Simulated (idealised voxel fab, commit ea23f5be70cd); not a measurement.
Documented hereafter: the process module known as voxel wiring stack.
The width of the displayed cross-section, cut, is 185 nm; its cells are square, with a size of 5 nm.
A cross-section in this document is a grid of square cells, and it is written down as bands, the top band listed before the ones below it; a band is made up of one or more rows of cells.
First you get the band's top height and its bottom height, in nm, and then the materials it's made of, left to right, with each width in nm. If you see a single material with "throughout", that one covers the band edge to edge. "empty" is empty space.
Heights are expressed relative to 0, this being the level below which the as-received wafer comprises one material exclusively. The lowest band is unbounded in the downward direction and is denoted as in "from 0 down".
The notation "30 to 40" denotes a width that varies across the rows of cells in the band, beginning at the first number in the top row, finishing at the second number in the bottom row, and changing by an identical amount from each row to the next.
"nothing changed" (step): cross-section cells unchanged, all of them.
Any empty space of 8 cells or more lacking an open way to the top shows up in "Closed void inventory" as width x height at distance, distance from the left edge, in nm.
after a step's settings: what the simulator itself notes on the step
"overlay nm" answers the question of how far to the right of plan the mask lay on a step that has a mask, and when it is negative the answer is to the left.
# The steps planned for the process are as follows
- 1: RECEIVE | material Si
- 2: CONFORMAL_DEP | material SiO2 | thk nm 10
- 3: CONFORMAL_DEP | material SiCN | thk nm 5
- 4: DIRECTIONAL_DEP | material SiO2 | thk nm 20
- 5: PATTERN | tone open | mask id METAL_1 | material resist | width nm 25 | pitch nm 40 | thk nm 15 | overlay nm 0
- 6: DIRECTIONAL_ETCH | etch materials SiO2 | depth nm 20
- 7: DIRECTIONAL_ETCH | etch materials SiCN | depth nm 5
- 8: STRIP | etch materials resist
- 9: CONFORMAL_DEP | material TiN | thk nm 5
- 10: FILL_DEP | material Cu | thk nm 5
- 11: CMP | height nm 35
- 12: CONFORMAL_DEP | material SiCN | thk nm 5
- 13: DIRECTIONAL_DEP | material SiO2 | thk nm 30
- 14: MASKED_ETCH | tone open | mask id METAL_2_HOLES | width nm 15 | pitch nm 80 | etch materials SiO2 | depth nm 30 | overlay nm 0
- 15: MASKED_ETCH | tone open | mask id METAL_2 | width nm 25 | pitch nm 40 | etch materials SiO2 | depth nm 20 | overlay nm 0
- 16: MASKED_ETCH | tone open | mask id METAL_2 | width nm 25 | pitch nm 40 | etch materials SiCN | depth nm 5 | overlay nm 0
- 17: CONFORMAL_DEP | material TiN | thk nm 5
- 18: FILL_DEP | material Cu | thk nm 10
- 19: CMP | height nm 70
- 20: CONFORMAL_DEP | material SiN | thk nm 5
# So this is the incoming wafer in cross-section - it's already been through step 1
from 0 down | Si throughout
Closed void inventory: none
# Module complete, cross-section. Starting point and plan per above. One mistake made in running the module
from 90 to 85 | SiN throughout
from 85 to 75 | Cu throughout
from 75 to 70 | TiN (25), then Cu (15), then TiN (25), then Cu (15), then TiN (25), then Cu (15), then TiN (25), then Cu (15), then TiN (25)
from 70 to 55 | SiO2 (20), then TiN (5), then Cu (15), then TiN (5), then SiO2 (15), then TiN (5), then Cu (15), then TiN (5), then SiO2 (15), then TiN (5), then Cu (15), then TiN (5), then SiO2 (15), then TiN (5), then Cu (15), then TiN (5), then SiO2 (20)
from 55 to 50 | SiO2 (20), then TiN (5), then Cu (5), then TiN (15), then SiO2 (15), then TiN (25), then SiO2 (15), then TiN (5), then Cu (5), then TiN (15), then SiO2 (15), then TiN (25), then SiO2 (20)
from 50 to 40 | SiO2 (20), then TiN (5), then Cu (5), then TiN (5), then SiO2 (65), then TiN (5), then Cu (5), then TiN (5), then SiO2 (70)
from 40 to 35 | SiCN (20), then TiN (15), then SiCN (65), then TiN (15), then SiCN (70)
from 35 to 15 | SiO2 (20), then TiN (5), then Cu (15), then TiN (5), then SiO2 (15), then TiN (5), then Cu (15), then TiN (5), then SiO2 (15), then TiN (5), then Cu (15), then TiN (5), then SiO2 (15), then TiN (5), then Cu (15), then TiN (5), then SiO2 (20)
from 15 to 10 | SiCN (20), then TiN (25), then SiCN (15), then TiN (25), then SiCN (15), then TiN (25), then SiCN (15), then TiN (25), then SiCN (20)
from 10 to 0 | SiO2 throughout
from 0 down | Si throughout
Closed void inventory: none
Want to know what went wrong? with respect to the plan, step 19 was omitted and not executed
